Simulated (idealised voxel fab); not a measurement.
The following is a process module called voxel transistor to metal.
The width of the displayed cross-section, cut, is 210 nm; its cells are square, with a size of 5 nm.
Cross-section, as written here: a square-cell grid given band by band from the top down, where a band holds one or more rows of cells. Basically the band line says how high the top is and how high the bottom is, in nm, and then what's in it from left to right, every material with its width in nm. Empty space shows up as "blank", and if a single material carries "full width" it runs the full band edge to edge. Beneath 0, the wafer as received is one material, and that level is where height counting begins. The lowest band goes on downward without a bottom; it is written like "0..down". Note: "30..40" means the width goes from the first number (top row of the band) to the second number (bottom row) in equal steps per row of cells. What does "nothing different" mean for a step? It means no cell of the cross-section changed in that step. Enclosed voids (no open way to top), threshold 8 cells or more, entry "Closed void register", notation width x height at distance, distance from left edge, nm. after a step's settings: what the simulator itself notes on the step. overlay nm: how far to the right of its planned place the mask lay on this masked step (negative: to the left).
### List of planned process steps
1,RECEIVE [material Si]
2,OXIDIZE [depth nm 5]
3,CONFORMAL_DEP [material SiN] [thk nm 10]
4,PATTERN [tone cover] [mask id ACTIVE] [material resist] [width nm 110] [thk nm 20] [overlay nm 0]
5,DIRECTIONAL_ETCH [etch materials SiN] [depth nm 10]
6,DIRECTIONAL_ETCH [etch materials SiO2] [depth nm 5]
7,DIRECTIONAL_ETCH [etch materials Si] [depth nm 30]
8,STRIP [etch materials resist]
9,OXIDIZE [depth nm 5]
10,FILL_DEP [material SiO2] [thk nm 10]
11,CMP [height nm 10]
12,SELECTIVE_ETCH [etch materials SiO2] [depth nm 5]
13,STRIP [etch materials SiN]
14,SELECTIVE_ETCH [etch materials SiO2] [depth nm 5]
15,OXIDIZE [depth nm 5]
16,DIRECTIONAL_DEP [material polySi] [thk nm 20]
17,DIRECTIONAL_DEP [material SiCN] [thk nm 10]
18,MASKED_ETCH [tone cover] [mask id GATE] [width nm 30] [etch materials SiCN] [depth nm 20] [overlay nm 0]
19,MASKED_ETCH [tone cover] [mask id GATE] [width nm 30] [etch materials polySi] [depth nm 30] [overlay nm 0]
20,CONFORMAL_DEP [material SiN] [thk nm 5]
21,DIRECTIONAL_ETCH [etch materials SiN] [depth nm 5]
22,DIRECTIONAL_ETCH [etch materials SiO2] [depth nm 5]
23,DIRECTIONAL_ETCH [etch materials Si] [depth nm 15]
24,EPI [material pSi] [thk nm 20]
25,FILL_DEP [material SiO2] [thk nm 10]
26,CMP [height nm 15]
27,STRIP [etch materials polySi]
28,SELECTIVE_ETCH [etch materials SiO2] [depth nm 5]
29,CONFORMAL_DEP [material HfO2] [thk nm 5]
30,CONFORMAL_DEP [material TiN] [thk nm 5]
31,FILL_DEP [material W] [thk nm 10]
32,CMP [height nm 10]
33,DIRECTIONAL_DEP [material SiO2] [thk nm 15]
34,MASKED_ETCH [tone open] [mask id CONTACT] [width nm 15] [pitch nm 75] [etch materials SiO2] [depth nm 30] [overlay nm 0]
35,CONFORMAL_DEP [material TiN] [thk nm 5]
36,FILL_DEP [material Ru] [thk nm 5]
37,CMP [height nm 25]
38,DIRECTIONAL_DEP [material TiN] [thk nm 5]
39,DIRECTIONAL_DEP [material Ru] [thk nm 20]
40,DIRECTIONAL_DEP [material aC] [thk nm 15]
41,PATTERN [tone cover] [mask id METAL_1] [material resist] [width nm 15] [pitch nm 75] [thk nm 35] [overlay nm 0]
42,DIRECTIONAL_ETCH [etch materials aC] [depth nm 15]
43,STRIP [etch materials resist]
44,DIRECTIONAL_ETCH [etch materials Ru] [depth nm 20]
45,DIRECTIONAL_ETCH [etch materials TiN] [depth nm 5]
46,STRIP [etch materials aC]
47,FILL_DEP [material lowk] [thk nm 5]
48,CMP [height nm 50]
49,CONFORMAL_DEP [material SiN] [thk nm 5]
### Cross-section of the wafer upon arrival, representing the state reached after step 1
> 0..down | Si full width
> Closed void register: none
### The first of the two wafers as seen in cross-section once the module was finished; processing followed the plan
> 55..50 | SiN full width
> 50..30 | 60 lowk  15 Ru  60 lowk  15 Ru  60 lowk
> 30..25 | 60 lowk  15 TiN  60 lowk  15 TiN  60 lowk
> 25..15 | 60 SiO2  5 TiN  5 Ru  5 TiN  60 SiO2  5 TiN  5 Ru  5 TiN  60 SiO2
> 15..10 | 60 SiO2  15 TiN  60 SiO2  15 TiN  60 SiO2
> 10..0 | 60 SiO2  5 TiN  20 pSi  5 SiN  5 HfO2  5 TiN  10 W  5 TiN  5 HfO2  5 SiN  20 pSi  5 TiN  60 SiO2
> 0..-5 | 45 SiO2  5 SiN  10 SiO2  5 TiN  20 pSi  5 SiN  5 HfO2  20 TiN  5 HfO2  5 SiN  20 pSi  5 TiN  10 SiO2  5 SiN  45 SiO2
> -5..-10 | 50 SiO2  35 pSi  40 HfO2  35 pSi  50 SiO2
> -10..-25 | 55 SiO2  30 pSi  40 Si  30 pSi  55 SiO2
> -25..-40 | 55 SiO2  100 Si  55 SiO2
> -40..down | Si full width
> Closed void register: none
### Cross-sectional view of the second of two wafers upon completion of the module. This wafer shared its starting condition and process plan with the first; one error was made during its execution
> 55..50 | SiN full width
> 50..30 | 60 Ru  15 lowk  60 Ru  15 lowk  60 Ru
> 30..25 | 60 TiN  15 lowk  60 TiN  15 lowk  60 TiN
> 25..15 | 60 SiO2  5 TiN  5 Ru  5 TiN  60 SiO2  5 TiN  5 Ru  5 TiN  60 SiO2
> 15..10 | 60 SiO2  15 TiN  60 SiO2  15 TiN  60 SiO2
> 10..0 | 60 SiO2  5 TiN  20 pSi  5 SiN  5 HfO2  5 TiN  10 W  5 TiN  5 HfO2  5 SiN  20 pSi  5 TiN  60 SiO2
> 0..-5 | 45 SiO2  5 SiN  10 SiO2  5 TiN  20 pSi  5 SiN  5 HfO2  20 TiN  5 HfO2  5 SiN  20 pSi  5 TiN  10 SiO2  5 SiN  45 SiO2
> -5..-10 | 50 SiO2  35 pSi  40 HfO2  35 pSi  50 SiO2
> -10..-25 | 55 SiO2  30 pSi  40 Si  30 pSi  55 SiO2
> -25..-40 | 55 SiO2  100 Si  55 SiO2
> -40..down | Si full width
> Closed void register: none
what went wrong: heads up, step 41 didn't go per plan, it actually ran as PATTERN [tone open] [mask id METAL_1] [material resist] [width nm 15] [pitch nm 75] [thk nm 35] [overlay nm 0]
Bottom line after processing is that, in cells, the second wafer is up or down on some materials versus the first: +120 Ru | +30 TiN | -150 lowk
